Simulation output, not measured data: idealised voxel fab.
Herein follows the process module entitled voxel capacitor over wiring.
Cross-section cut: width 265 nm, square cells of 5 nm.
Square cells in a grid make up a cross-section in this document, and the grid is given as bands, listed from the top down, each one or more rows of cells. Band: top height; bottom height; in nm. Then, left to right: material with width in nm, for each material. "everywhere": a single material spanning edge to edge. "blank": empty space. Where do heights start? At 0: under that level the wafer as delivered is made of one material only. And the lowest band has no floor; it just carries on downward, as in "top 0, no bottom". Think of "30->40" as a width that walks from the first number to the second as you go down the band, top row to bottom row, taking equal-sized steps from row to row. "identical to before", as given for a step, is the statement that not any cell of the cross-section underwent a change during that step. You'll see "Enclosed void catalog" listing empty spaces that have no way open to the top, as long as they're 8 cells or more; the notation is width x height at distance, where the distance is from the left edge, and all of it is in nm. Anything after a step's settings on that line? It's the simulator's own note about the step. The optional step-line setting "overlay nm" applies to steps with a mask and quantifies how far to the right of its planned location the mask lay, a negative value indicating leftward placement. How should the pairs below be read? Each gives the cross-section before one process step and the cross-section after it, the latter drawn only to the lowest band that changed; the step that lies between them, with its settings, appears under the pair. Does a pair pick up where the pair above left off? Only where its entry headed "Pre-step" says so, since pairs can come from different runs of this module on the same starting wafer.

Pre-step:
- top 75, bottom 70 | blank 80 | TiN 75 | blank 110
- top 70, bottom 65 | blank 80 | SiN 75 | blank 110
- top 65, bottom 55 | TiN everywhere
- top 55, bottom 50 | SiCN 80 | TiN 15 | SiCN 170
- top 50, bottom 30 | SiO2 everywhere
- top 30, bottom 15 | SiO2 65 | Ru 30 | SiO2 70 | Ru 30 | SiO2 70
- top 15, bottom 10 | SiO2 65 | TiN 30 | SiO2 70 | TiN 30 | SiO2 70
- top 10, bottom 0 | SiO2 everywhere
- top 0, no bottom | Si everywhere
- Enclosed void catalog: none

After the Step:
- top 90, bottom 80 | blank 80 | aC 75 | blank 110
- top 80, bottom 75 | aC everywhere
- top 75, bottom 70 | aC 80 | TiN 75 | aC 110
- top 70, bottom 65 | aC 80 | SiN 75 | aC 110
- Below 65, the layers are the same as they were.
- Enclosed void catalog: none
Applied between the two views above: DIRECTIONAL_DEP: material aC, thk nm 15

Pre-step: cross-section not repeated; it is the one shown after the step in the pair just above.

After the Step:
- top 120, bottom 90 | blank 75 | resist 85 | blank 105
- top 90, bottom 80 | blank 75 | resist 5 | aC 75 | resist 5 | blank 105
- Below 80, the layers are the same as they were.
- Enclosed void catalog: none
Applied between the two views above: PATTERN: tone cover, mask id LOWER_PLATE, material resist, width nm 85, thk nm 30, overlay nm 0

Pre-step: cross-section not repeated; it is the one shown after the step in the pair just above.

After the Step:
- top 105, bottom 90 | blank 75 | resist 85 | blank 105
- top 90, bottom 80 | blank 75 | resist 5 | aC 75 | resist 5 | blank 105
- top 80, bottom 75 | blank 75 | aC 85 | blank 105
- top 75, bottom 70 | blank 75 | aC 5 | TiN 75 | aC 5 | blank 105
- top 70, bottom 65 | blank 75 | aC 5 | SiN 75 | aC 5 | blank 105
- Below 65, the layers are the same as they were.
- Enclosed void catalog: none
Applied between the two views above: DIRECTIONAL_ETCH: etch materials aC, depth nm 15

Pre-step: cross-section not repeated; it is the one shown after the step in the pair just above.

After the Step:
- top 90, bottom 80 | blank 80 | aC 75 | blank 110
- Below 80, the layers are the same as they were.
- Enclosed void catalog: none
Applied between the two views above: STRIP: etch materials resist

Pre-step: cross-section not repeated; it is the one shown after the step in the pair just above.

After the Step:
- top 90, bottom 80 | blank 80 | aC 75 | blank 110
- top 80, bottom 75 | blank 75 | aC 85 | blank 105
- top 75, bottom 70 | blank 75 | aC 5 | TiN 75 | aC 5 | blank 105
- top 70, bottom 65 | blank 75 | aC 5 | SiN 75 | aC 5 | blank 105
- top 65, bottom 55 | blank 75 | TiN 85 | blank 105
- Below 55, the layers are the same as they were.
- Enclosed void catalog: none
Applied between the two views above: DIRECTIONAL_ETCH: etch materials TiN, depth nm 10

Pre-step: cross-section not repeated; it is the one shown after the step in the pair just above.

After the Step:
- top 75, bottom 70 | blank 80 | TiN 75 | blank 110
- top 70, bottom 65 | blank 80 | SiN 75 | blank 110
- Below 65, the layers are the same as they were.
- Enclosed void catalog: none
Applied between the two views above: STRIP: etch materials aC

Pre-step: cross-section not repeated; it is the one shown after the step in the pair just above.

After the Step:
- top 90, bottom 75 | SiO2 everywhere
- top 75, bottom 70 | SiO2 80 | TiN 75 | SiO2 110
- top 70, bottom 65 | SiO2 80 | SiN 75 | SiO2 110
- top 65, bottom 55 | SiO2 75 | TiN 85 | SiO2 105
- Below 55, the layers are the same as they were.
- Enclosed void catalog: none
Applied between the two views above: FILL_DEP: material SiO2, thk nm 15

Pre-step: cross-section not repeated; it is the one shown after the step in the pair just above.

After the Step:
- top 85, bottom 75 | SiO2 everywhere
- Below 75, the layers are the same as they were.
- Enclosed void catalog: none
Applied between the two views above: CMP: height nm 85

Pre-step: cross-section not repeated; it is the one shown after the step in the pair just above.

After the Step:
- top 100, bottom 85 | aC everywhere
- Below 85, the layers are the same as they were.
- Enclosed void catalog: none
Applied between the two views above: DIRECTIONAL_DEP: material aC, thk nm 15

Pre-step: cross-section not repeated; it is the one shown after the step in the pair just above.

After the Step:
- top 130, bottom 100 | resist 90 | blank 15 | resist 160
- Below 100, the layers are the same as they were.
- Enclosed void catalog: none
Applied between the two views above: PATTERN: tone open, mask id PLUG_2, material resist, width nm 15, thk nm 30, overlay nm 0

Pre-step: cross-section not repeated; it is the one shown after the step in the pair just above.

After the Step:
- top 115, bottom 100 | resist 90 | blank 15 | resist 160
- top 100, bottom 85 | aC 90 | blank 15 | aC 160
- Below 85, the layers are the same as they were.
- Enclosed void catalog: none
Applied between the two views above: DIRECTIONAL_ETCH: etch materials aC, depth nm 15

Pre-step: cross-section not repeated; it is the one shown after the step in the pair just above.

After the Step:
- top 100, bottom 85 | aC 90 | blank 15 | aC 160
- Below 85, the layers are the same as they were.
- Enclosed void catalog: none
Applied between the two views above: STRIP: etch materials resist

Pre-step: cross-section not repeated; it is the one shown after the step in the pair just above.

After the Step:
- top 100, bottom 85 | aC 90 | blank 15 | aC 160
- top 85, bottom 75 | SiO2 90 | blank 15 | SiO2 160
- Below 75, the layers are the same as they were.
- Enclosed void catalog: none
Applied between the two views above: DIRECTIONAL_ETCH: etch materials SiO2, depth nm 10

Pre-step: cross-section not repeated; it is the one shown after the step in the pair just above.

After the Step:
- top 85, bottom 75 | SiO2 90 | blank 15 | SiO2 160
- Below 75, the layers are the same as they were.
- Enclosed void catalog: none
Applied between the two views above: STRIP: etch materials aC

Pre-step: cross-section not repeated; it is the one shown after the step in the pair just above.

After the Step:
- top 90, bottom 85 | TiN 95 | blank 5 | TiN 165
- top 85, bottom 80 | SiO2 90 | TiN 5 | blank 5 | TiN 5 | SiO2 160
- top 80, bottom 70 | SiO2 90->80 | TiN 15->75 | SiO2 160->110
- Below 70, the layers are the same as they were.
- Enclosed void catalog: none
Applied between the two views above: CONFORMAL_DEP: material TiN, thk nm 5

Pre-step: cross-section not repeated; it is the one shown after the step in the pair just above.

After the Step:
- top 95, bottom 90 | Cu everywhere
- top 90, bottom 85 | TiN 95 | Cu 5 | TiN 165
- top 85, bottom 80 | SiO2 90 | TiN 5 | Cu 5 | TiN 5 | SiO2 160
- Below 80, the layers are the same as they were.
- Enclosed void catalog: none
Applied between the two views above: FILL_DEP: material Cu, thk nm 5

Pre-step: cross-section not repeated; it is the one shown after the step in the pair just above.

After the Step:
- top 85, bottom 80 | SiO2 90 | TiN 5 | Cu 5 | TiN 5 | SiO2 160
- Below 80, the layers are the same as they were.
- Enclosed void catalog: none
Applied between the two views above: CMP: height nm 85

Pre-step: cross-section not repeated; it is the one shown after the step in the pair just above.

After the Step:
- top 90, bottom 85 | SiN everywhere
- Below 85, the layers are the same as they were.
- Enclosed void catalog: none
Applied between the two views above: CONFORMAL_DEP: material SiN, thk nm 5

Pre-step:
- top 95, bottom 90 | Cu everywhere
- top 90, bottom 85 | TiN 95 | Cu 5 | TiN 165
- top 85, bottom 80 | SiO2 90 | TiN 5 | Cu 5 | TiN 5 | SiO2 160
- top 80, bottom 70 | SiO2 90->80 | TiN 15->75 | SiO2 160->110
- top 70, bottom 65 | SiO2 80 | SiN 75 | SiO2 110
- top 65, bottom 55 | SiO2 75 | TiN 85 | SiO2 105
- top 55, bottom 35 | SiO2 80 | TiN 5 | W 5 | TiN 5 | SiO2 170
- top 35, bottom 30 | SiCN 80 | TiN 15 | SiCN 170
- top 30, bottom 15 | SiO2 65 | Ru 30 | SiO2 70 | Ru 30 | SiO2 70
- top 15, bottom 10 | SiO2 65 | TiN 30 | SiO2 70 | TiN 30 | SiO2 70
- top 10, bottom 0 | SiO2 everywhere
- top 0, no bottom | Si everywhere
- Enclosed void catalog: none

After the Step:
- top 75, bottom 70 | SiO2 80 | TiN 75 | SiO2 110
- Below 70, the layers are the same as they were.
- Enclosed void catalog: none
Applied between the two views above: CMP: height nm 75

Pre-step: cross-section not repeated; it is the one shown after the step in the pair just above.

After the Step:
- top 80, bottom 75 | SiN everywhere
- Below 75, the layers are the same as they were.
- Enclosed void catalog: none
Applied between the two views above: CONFORMAL_DEP: material SiN, thk nm 5

Pre-step:
- top 30, bottom 15 | Ru everywhere
- top 15, bottom 10 | TiN everywhere
- top 10, bottom 0 | SiO2 everywhere
- top 0, no bottom | Si everywhere
- Enclosed void catalog: none

After the Step:
- top 45, bottom 30 | blank 60 | resist 40 | blank 60 | resist 40 | blank 65
- Below 30, the layers are the same as they were.
- Enclosed void catalog: none
Applied between the two views above: PATTERN: tone cover, mask id METAL_1, material resist, width nm 40, pitch nm 100, thk nm 15, overlay nm 0

Pre-step: cross-section not repeated; it is the one shown after the step in the pair just above.

After the Step:
- top 45, bottom 30 | blank 60 | resist 40 | blank 60 | resist 40 | blank 65
- top 30, bottom 15 | blank 60 | Ru 40 | blank 60 | Ru 40 | blank 65
- Below 15, the layers are the same as they were.
- Enclosed void catalog: none
Applied between the two views above: DIRECTIONAL_ETCH: etch materials Ru, depth nm 15

Pre-step: cross-section not repeated; it is the one shown after the step in the pair just above.

After the Step:
- top 45, bottom 30 | blank 60 | resist 40 | blank 60 | resist 40 | blank 65
- top 30, bottom 15 | blank 60 | Ru 40 | blank 60 | Ru 40 | blank 65
- top 15, bottom 10 | blank 60 | TiN 40 | blank 60 | TiN 40 | blank 65
- Below 10, the layers are the same as they were.
- Enclosed void catalog: none
Applied between the two views above: DIRECTIONAL_ETCH: etch materials TiN, depth nm 5

Pre-step: cross-section not repeated; it is the one shown after the step in the pair just above.

After the Step:
- top 30, bottom 15 | blank 60 | Ru 40 | blank 60 | Ru 40 | blank 65
- Below 15, the layers are the same as they were.
- Enclosed void catalog: none
Applied between the two views above: STRIP: etch materials resist

Pre-step: cross-section not repeated; it is the one shown after the step in the pair just above.

After the Step:
- top 40, bottom 30 | SiO2 everywhere
- top 30, bottom 15 | SiO2 60 | Ru 40 | SiO2 60 | Ru 40 | SiO2 65
- top 15, bottom 10 | SiO2 60 | TiN 40 | SiO2 60 | TiN 40 | SiO2 65
- Below 10, the layers are the same as they were.
- Enclosed void catalog: none
Applied between the two views above: FILL_DEP: material SiO2, thk nm 10

Pre-step: cross-section not repeated; it is the one shown after the step in the pair just above.

After the Step:
- top 30, bottom 15 | SiO2 60 | Ru 40 | SiO2 60 | Ru 40 | SiO2 65
- Below 15, the layers are the same as they were.
- Enclosed void catalog: none
Applied between the two views above: CMP: height nm 30

Pre-step: cross-section not repeated; it is the one shown after the step in the pair just above.

After the Step:
- top 35, bottom 30 | SiCN everywhere
- Below 30, the layers are the same as they were.
- Enclosed void catalog: none
Applied between the two views above: CONFORMAL_DEP: material SiCN, thk nm 5

Pre-step: cross-section not repeated; it is the one shown after the step in the pair just above.

After the Step:
- top 55, bottom 35 | SiO2 everywhere
- Below 35, the layers are the same as they were.
- Enclosed void catalog: none
Applied between the two views above: DIRECTIONAL_DEP: material SiO2, thk nm 20

Pre-step: cross-section not repeated; it is the one shown after the step in the pair just above.

After the Step:
- top 75, bottom 55 | resist 80 | blank 15 | resist 170
- Below 55, the layers are the same as they were.
- Enclosed void catalog: none
Applied between the two views above: PATTERN: tone open, mask id PLUG_1, material resist, width nm 15, thk nm 20, overlay nm 0

Pre-step: cross-section not repeated; it is the one shown after the step in the pair just above.

After the Step:
- top 75, bottom 55 | resist 80 | blank 15 | resist 170
- top 55, bottom 35 | SiO2 80 | blank 15 | SiO2 170
- Below 35, the layers are the same as they were.
- Enclosed void catalog: none
Applied between the two views above: DIRECTIONAL_ETCH: etch materials SiO2, depth nm 20

Pre-step: cross-section not repeated; it is the one shown after the step in the pair just above.

After the Step:
- top 75, bottom 55 | resist 80 | blank 15 | resist 170
- top 55, bottom 35 | SiO2 80 | blank 15 | SiO2 170
- top 35, bottom 30 | SiCN 80 | blank 15 | SiCN 170
- Below 30, the layers are the same as they were.
- Enclosed void catalog: none
Applied between the two views above: DIRECTIONAL_ETCH: etch materials SiCN, depth nm 5

Pre-step: cross-section not repeated; it is the one shown after the step in the pair just above.

After the Step:
- top 55, bottom 35 | SiO2 80 | blank 15 | SiO2 170
- Below 35, the layers are the same as they were.
- Enclosed void catalog: none
Applied between the two views above: STRIP: etch materials resist

Pre-step: cross-section not repeated; it is the one shown after the step in the pair just above.

After the Step:
- top 60, bottom 55 | TiN 85 | blank 5 | TiN 175
- top 55, bottom 35 | SiO2 80 | TiN 5 | blank 5 | TiN 5 | SiO2 170
- top 35, bottom 30 | SiCN 80 | TiN 15 | SiCN 170
- Below 30, the layers are the same as they were.
- Enclosed void catalog: none
Applied between the two views above: CONFORMAL_DEP: material TiN, thk nm 5

Pre-step: cross-section not repeated; it is the one shown after the step in the pair just above.

After the Step:
- top 65, bottom 60 | W everywhere
- top 60, bottom 55 | TiN 85 | W 5 | TiN 175
- top 55, bottom 35 | SiO2 80 | TiN 5 | W 5 | TiN 5 | SiO2 170
- Below 35, the layers are the same as they were.
- Enclosed void catalog: none
Applied between the two views above: FILL_DEP: material W, thk nm 5

Pre-step: cross-section not repeated; it is the one shown after the step in the pair just above.

After the Step:
- top 55, bottom 35 | SiO2 80 | TiN 5 | W 5 | TiN 5 | SiO2 170
- Below 35, the layers are the same as they were.
- Enclosed void catalog: none
Applied between the two views above: CMP: height nm 55

Pre-step: cross-section not repeated; it is the one shown after the step in the pair just above.

After the Step:
- top 65, bottom 55 | TiN everywhere
- Below 55, the layers are the same as they were.
- Enclosed void catalog: none
Applied between the two views above: DIRECTIONAL_DEP: material TiN, thk nm 10

Pre-step: cross-section not repeated; it is the one shown after the step in the pair just above.

After the Step:
- top 70, bottom 65 | SiN everywhere
- Below 65, the layers are the same as they were.
- Enclosed void catalog: none
Applied between the two views above: DIRECTIONAL_DEP: material SiN, thk nm 5

Pre-step: cross-section not repeated; it is the one shown after the step in the pair just above.

After the Step:
- top 75, bottom 70 | TiN everywhere
- Below 70, the layers are the same as they were.
- Enclosed void catalog: none
Applied between the two views above: DIRECTIONAL_DEP: material TiN, thk nm 5

Pre-step: cross-section not repeated; it is the one shown after the step in the pair just above.

After the Step:
- top 85, bottom 75 | aC everywhere
- Below 75, the layers are the same as they were.
- Enclosed void catalog: none
Applied between the two views above: DIRECTIONAL_DEP: material aC, thk nm 10

Pre-step: cross-section not repeated; it is the one shown after the step in the pair just above.

After the Step:
- top 115, bottom 85 | blank 80 | resist 75 | blank 110
- Below 85, the layers are the same as they were.
- Enclosed void catalog: none
Applied between the two views above: PATTERN: tone cover, mask id UPPER_PLATE, material resist, width nm 75, thk nm 30, overlay nm 0

Pre-step: cross-section not repeated; it is the one shown after the step in the pair just above.

After the Step:
- top 105, bottom 85 | blank 80 | resist 75 | blank 110
- top 85, bottom 75 | blank 80 | aC 75 | blank 110
- Below 75, the layers are the same as they were.
- Enclosed void catalog: none
Applied between the two views above: DIRECTIONAL_ETCH: etch materials aC, depth nm 10

Pre-step: cross-section not repeated; it is the one shown after the step in the pair just above.

After the Step:
- top 85, bottom 75 | blank 80 | aC 75 | blank 110
- Below 75, the layers are the same as they were.
- Enclosed void catalog: none
Applied between the two views above: STRIP: etch materials resist

Pre-step: cross-section not repeated; it is the one shown after the step in the pair just above.

After the Step:
- top 85, bottom 75 | blank 80 | aC 75 | blank 110
- top 75, bottom 70 | blank 80 | TiN 75 | blank 110
- Below 70, the layers are the same as they were.
- Enclosed void catalog: none
Applied between the two views above: DIRECTIONAL_ETCH: etch materials TiN, depth nm 5

Pre-step: cross-section not repeated; it is the one shown after the step in the pair just above.

After the Step:
- top 85, bottom 75 | blank 80 | aC 75 | blank 110
- top 75, bottom 70 | blank 80 | TiN 75 | blank 110
- top 70, bottom 65 | blank 80 | SiN 75 | blank 110
- Below 65, the layers are the same as they were.
- Enclosed void catalog: none
Applied between the two views above: DIRECTIONAL_ETCH: etch materials SiN, depth nm 5

Pre-step: cross-section not repeated; it is the one shown after the step in the pair just above.

After the Step:
- top 75, bottom 70 | blank 80 | TiN 75 | blank 110
- Below 70, the layers are the same as they were.
- Enclosed void catalog: none
Applied between the two views above: STRIP: etch materials aC

Pre-step: cross-section not repeated; it is the one shown after the step in the pair just above.

After the Step:
- top 90, bottom 80 | blank 80 | aC 75 | blank 110
- top 80, bottom 75 | aC everywhere
- top 75, bottom 70 | aC 80 | TiN 75 | aC 110
- top 70, bottom 65 | aC 80 | SiN 75 | aC 110
- Below 65, the layers are the same as they were.
- Enclosed void catalog: none
Applied between the two views above: DIRECTIONAL_DEP: material aC, thk nm 15

Pre-step: cross-section not repeated; it is the one shown after the step in the pair just above.

After the Step:
- top 120, bottom 90 | blank 75 | resist 85 | blank 105
- top 90, bottom 80 | blank 75 | resist 5 | aC 75 | resist 5 | blank 105
- Below 80, the layers are the same as they were.
- Enclosed void catalog: none
Applied between the two views above: PATTERN: tone cover, mask id LOWER_PLATE, material resist, width nm 85, thk nm 30, overlay nm 0

Pre-step: cross-section not repeated; it is the one shown after the step in the pair just above.

After the Step:
- top 105, bottom 90 | blank 75 | resist 85 | blank 105
- top 90, bottom 80 | blank 75 | resist 5 | aC 75 | resist 5 | blank 105
- top 80, bottom 75 | blank 75 | aC 85 | blank 105
- top 75, bottom 70 | blank 75 | aC 5 | TiN 75 | aC 5 | blank 105
- top 70, bottom 65 | blank 75 | aC 5 | SiN 75 | aC 5 | blank 105
- Below 65, the layers are the same as they were.
- Enclosed void catalog: none
Applied between the two views above: DIRECTIONAL_ETCH: etch materials aC, depth nm 15

Pre-step: cross-section not repeated; it is the one shown after the step in the pair just above.

After the Step:
- top 90, bottom 80 | blank 80 | aC 75 | blank 110
- Below 80, the layers are the same as they were.
- Enclosed void catalog: none
Applied between the two views above: STRIP: etch materials resist

Pre-step: cross-section not repeated; it is the one shown after the step in the pair just above.

After the Step:
- top 90, bottom 80 | blank 80 | aC 75 | blank 110
- top 80, bottom 75 | blank 75 | aC 85 | blank 105
- top 75, bottom 70 | blank 75 | aC 5 | TiN 75 | aC 5 | blank 105
- top 70, bottom 65 | blank 75 | aC 5 | SiN 75 | aC 5 | blank 105
- top 65, bottom 55 | blank 75 | TiN 85 | blank 105
- Below 55, the layers are the same as they were.
- Enclosed void catalog: none
Applied between the two views above: DIRECTIONAL_ETCH: etch materials TiN, depth nm 10

Pre-step: cross-section not repeated; it is the one shown after the step in the pair just above.

After the Step:
- top 75, bottom 70 | blank 80 | TiN 75 | blank 110
- top 70, bottom 65 | blank 80 | SiN 75 | blank 110
- Below 65, the layers are the same as they were.
- Enclosed void catalog: none
Applied between the two views above: STRIP: etch materials aC

Pre-step: cross-section not repeated; it is the one shown after the step in the pair just above.

After the Step:
- top 90, bottom 75 | SiO2 everywhere
- top 75, bottom 70 | SiO2 80 | TiN 75 | SiO2 110
- top 70, bottom 65 | SiO2 80 | SiN 75 | SiO2 110
- top 65, bottom 55 | SiO2 75 | TiN 85 | SiO2 105
- Below 55, the layers are the same as they were.
- Enclosed void catalog: none
Applied between the two views above: FILL_DEP: material SiO2, thk nm 15

Pre-step: cross-section not repeated; it is the one shown after the step in the pair just above.

After the Step:
- top 85, bottom 75 | SiO2 everywhere
- Below 75, the layers are the same as they were.
- Enclosed void catalog: none
Applied between the two views above: CMP: height nm 85

Pre-step: cross-section not repeated; it is the one shown after the step in the pair just above.

After the Step:
- top 100, bottom 85 | aC everywhere
- Below 85, the layers are the same as they were.
- Enclosed void catalog: none
Applied between the two views above: DIRECTIONAL_DEP: material aC, thk nm 15

Pre-step: cross-section not repeated; it is the one shown after the step in the pair just above.

After the Step:
- top 130, bottom 100 | resist 90 | blank 15 | resist 160
- Below 100, the layers are the same as they were.
- Enclosed void catalog: none
Applied between the two views above: PATTERN: tone open, mask id PLUG_2, material resist, width nm 15, thk nm 30, overlay nm 0

Pre-step: cross-section not repeated; it is the one shown after the step in the pair just above.

After the Step:
- top 115, bottom 100 | resist 90 | blank 15 | resist 160
- top 100, bottom 85 | aC 90 | blank 15 | aC 160
- Below 85, the layers are the same as they were.
- Enclosed void catalog: none
Applied between the two views above: DIRECTIONAL_ETCH: etch materials aC, depth nm 15

Pre-step: cross-section not repeated; it is the one shown after the step in the pair just above.

After the Step:
- top 100, bottom 85 | aC 90 | blank 15 | aC 160
- Below 85, the layers are the same as they were.
- Enclosed void catalog: none
Applied between the two views above: STRIP: etch materials resist

Pre-step: cross-section not repeated; it is the one shown after the step in the pair just above.

After the Step:
- top 100, bottom 85 | aC 90 | blank 15 | aC 160
- top 85, bottom 75 | SiO2 90 | blank 15 | SiO2 160
- Below 75, the layers are the same as they were.
- Enclosed void catalog: none
Applied between the two views above: DIRECTIONAL_ETCH: etch materials SiO2, depth nm 10

Pre-step: cross-section not repeated; it is the one shown after the step in the pair just above.

After the Step:
- top 85, bottom 75 | SiO2 90 | blank 15 | SiO2 160
- Below 75, the layers are the same as they were.
- Enclosed void catalog: none
Applied between the two views above: STRIP: etch materials aC

Pre-step: cross-section not repeated; it is the one shown after the step in the pair just above.

After the Step:
- top 90, bottom 85 | TiN 95 | blank 5 | TiN 165
- top 85, bottom 80 | SiO2 90 | TiN 5 | blank 5 | TiN 5 | SiO2 160
- top 80, bottom 70 | SiO2 90->80 | TiN 15->75 | SiO2 160->110
- Below 70, the layers are the same as they were.
- Enclosed void catalog: none
Applied between the two views above: CONFORMAL_DEP: material TiN, thk nm 5

Pre-step: cross-section not repeated; it is the one shown after the step in the pair just above.

After the Step:
- top 95, bottom 90 | Cu everywhere
- top 90, bottom 85 | TiN 95 | Cu 5 | TiN 165
- top 85, bottom 80 | SiO2 90 | TiN 5 | Cu 5 | TiN 5 | SiO2 160
- Below 80, the layers are the same as they were.
- Enclosed void catalog: none
Applied between the two views above: FILL_DEP: material Cu, thk nm 5

Pre-step: cross-section not repeated; it is the one shown after the step in the pair just above.

After the Step:
- top 85, bottom 80 | SiO2 90 | TiN 5 | Cu 5 | TiN 5 | SiO2 160
- Below 80, the layers are the same as they were.
- Enclosed void catalog: none
Applied between the two views above: CMP: height nm 85

Pre-step: cross-section not repeated; it is the one shown after the step in the pair just above.

After the Step:
- top 90, bottom 85 | SiN everywhere
- Below 85, the layers are the same as they were.
- Enclosed void catalog: none
Applied between the two views above: CONFORMAL_DEP: material SiN, thk nm 5

Pre-step:
- top 100, bottom 85 | aC everywhere
- top 85, bottom 75 | SiO2 everywhere
- top 75, bottom 70 | SiO2 80 | TiN 75 | SiO2 110
- top 70, bottom 65 | SiO2 80 | SiN 75 | SiO2 110
- top 65, bottom 55 | SiO2 75 | TiN 85 | SiO2 105
- top 55, bottom 35 | SiO2 80 | TiN 5 | W 5 | TiN 5 | SiO2 170
- top 35, bottom 30 | SiCN 80 | TiN 15 | SiCN 170
- top 30, bottom 15 | SiO2 65 | Ru 30 | SiO2 70 | Ru 30 | SiO2 70
- top 15, bottom 10 | SiO2 65 | TiN 30 | SiO2 70 | TiN 30 | SiO2 70
- top 10, bottom 0 | SiO2 everywhere
- top 0, no bottom | Si everywhere
- Enclosed void catalog: none

After the Step:
- top 130, bottom 100 | resist 80 | blank 15 | resist 170
- Below 100, the layers are the same as they were.
- Enclosed void catalog: none
Applied between the two views above: PATTERN: tone open, mask id PLUG_2, material resist, width nm 15, thk nm 30, overlay nm -10

Pre-step: cross-section not repeated; it is the one shown after the step in the pair just above.

After the Step:
- top 115, bottom 100 | resist 80 | blank 15 | resist 170
- top 100, bottom 85 | aC 80 | blank 15 | aC 170
- Below 85, the layers are the same as they were.
- Enclosed void catalog: none
Applied between the two views above: DIRECTIONAL_ETCH: etch materials aC, depth nm 15

Pre-step: cross-section not repeated; it is the one shown after the step in the pair just above.

After the Step:
- top 100, bottom 85 | aC 80 | blank 15 | aC 170
- Below 85, the layers are the same as they were.
- Enclosed void catalog: none
Applied between the two views above: STRIP: etch materials resist

Pre-step: cross-section not repeated; it is the one shown after the step in the pair just above.

After the Step:
- top 100, bottom 85 | aC 80 | blank 15 | aC 170
- top 85, bottom 75 | SiO2 80 | blank 15 | SiO2 170
- Below 75, the layers are the same as they were.
- Enclosed void catalog: none
Applied between the two views above: DIRECTIONAL_ETCH: etch materials SiO2, depth nm 10

Pre-step: cross-section not repeated; it is the one shown after the step in the pair just above.

After the Step:
- top 85, bottom 75 | SiO2 80 | blank 15 | SiO2 170
- Below 75, the layers are the same as they were.
- Enclosed void catalog: none
Applied between the two views above: STRIP: etch materials aC

Pre-step: cross-section not repeated; it is the one shown after the step in the pair just above.

After the Step:
- top 90, bottom 85 | TiN 85 | blank 5 | TiN 175
- top 85, bottom 80 | SiO2 80 | TiN 5 | blank 5 | TiN 5 | SiO2 170
- top 80, bottom 70 | SiO2 80 | TiN 15->75 | SiO2 170->110
- Below 70, the layers are the same as they were.
- Enclosed void catalog: none
Applied between the two views above: CONFORMAL_DEP: material TiN, thk nm 5

Pre-step: cross-section not repeated; it is the one shown after the step in the pair just above.

After the Step:
- top 95, bottom 90 | Cu everywhere
- top 90, bottom 85 | TiN 85 | Cu 5 | TiN 175
- top 85, bottom 80 | SiO2 80 | TiN 5 | Cu 5 | TiN 5 | SiO2 170
- Below 80, the layers are the same as they were.
- Enclosed void catalog: none
Applied between the two views above: FILL_DEP: material Cu, thk nm 5

Pre-step: cross-section not repeated; it is the one shown after the step in the pair just above.

After the Step:
- top 85, bottom 80 | SiO2 80 | TiN 5 | Cu 5 | TiN 5 | SiO2 170
- Below 80, the layers are the same as they were.
- Enclosed void catalog: none
Applied between the two views above: CMP: height nm 85

Pre-step: cross-section not repeated; it is the one shown after the step in the pair just above.

After the Step:
- top 90, bottom 85 | SiN everywhere
- Below 85, the layers are the same as they were.
- Enclosed void catalog: none
Applied between the two views above: CONFORMAL_DEP: material SiN, thk nm 5

Pre-step:
- top 60, bottom 55 | TiN 85 | blank 5 | TiN 175
- top 55, bottom 35 | SiO2 80 | TiN 5 | blank 5 | TiN 5 | SiO2 170
- top 35, bottom 30 | SiCN 80 | TiN 15 | SiCN 170
- top 30, bottom 15 | SiO2 65 | Ru 30 | SiO2 70 | Ru 30 | SiO2 70
- top 15, bottom 10 | SiO2 65 | TiN 30 | SiO2 70 | TiN 30 | SiO2 70
- top 10, bottom 0 | SiO2 everywhere
- top 0, no bottom | Si everywhere
- Enclosed void catalog: none

After the Step:
- top 65, bottom 60 | aC everywhere
- top 60, bottom 55 | TiN 85 | aC 5 | TiN 175
- top 55, bottom 35 | SiO2 80 | TiN 5 | aC 5 | TiN 5 | SiO2 170
- Below 35, the layers are the same as they were.
- Enclosed void catalog: none
Applied between the two views above: FILL_DEP: material aC, thk nm 5

Pre-step: cross-section not repeated; it is the one shown after the step in the pair just above.

After the Step:
- top 55, bottom 35 | SiO2 80 | TiN 5 | aC 5 | TiN 5 | SiO2 170
- Below 35, the layers are the same as they were.
- Enclosed void catalog: none
Applied between the two views above: CMP: height nm 55

Pre-step: cross-section not repeated; it is the one shown after the step in the pair just above.

After the Step:
- top 65, bottom 55 | TiN everywhere
- Below 55, the layers are the same as they were.
- Enclosed void catalog: none
Applied between the two views above: DIRECTIONAL_DEP: material TiN, thk nm 10

Pre-step: cross-section not repeated; it is the one shown after the step in the pair just above.

After the Step:
- top 70, bottom 65 | SiN everywhere
- Below 65, the layers are the same as they were.
- Enclosed void catalog: none
Applied between the two views above: DIRECTIONAL_DEP: material SiN, thk nm 5

Pre-step: cross-section not repeated; it is the one shown after the step in the pair just above.

After the Step:
- top 75, bottom 70 | TiN everywhere
- Below 70, the layers are the same as they were.
- Enclosed void catalog: none
Applied between the two views above: DIRECTIONAL_DEP: material TiN, thk nm 5

Pre-step: cross-section not repeated; it is the one shown after the step in the pair just above.

After the Step:
- top 85, bottom 75 | aC everywhere
- Below 75, the layers are the same as they were.
- Enclosed void catalog: none
Applied between the two views above: DIRECTIONAL_DEP: material aC, thk nm 10

Pre-step: cross-section not repeated; it is the one shown after the step in the pair just above.

After the Step:
- top 115, bottom 85 | blank 80 | resist 75 | blank 110
- Below 85, the layers are the same as they were.
- Enclosed void catalog: none
Applied between the two views above: PATTERN: tone cover, mask id UPPER_PLATE, material resist, width nm 75, thk nm 30, overlay nm 0

Pre-step: cross-section not repeated; it is the one shown after the step in the pair just above.

After the Step:
- top 105, bottom 85 | blank 80 | resist 75 | blank 110
- top 85, bottom 75 | blank 80 | aC 75 | blank 110
- Below 75, the layers are the same as they were.
- Enclosed void catalog: none
Applied between the two views above: DIRECTIONAL_ETCH: etch materials aC, depth nm 10

Pre-step: cross-section not repeated; it is the one shown after the step in the pair just above.

After the Step:
- top 85, bottom 75 | blank 80 | aC 75 | blank 110
- Below 75, the layers are the same as they were.
- Enclosed void catalog: none
Applied between the two views above: STRIP: etch materials resist

Pre-step: cross-section not repeated; it is the one shown after the step in the pair just above.

After the Step:
- top 85, bottom 75 | blank 80 | aC 75 | blank 110
- top 75, bottom 70 | blank 80 | TiN 75 | blank 110
- Below 70, the layers are the same as they were.
- Enclosed void catalog: none
Applied between the two views above: DIRECTIONAL_ETCH: etch materials TiN, depth nm 5
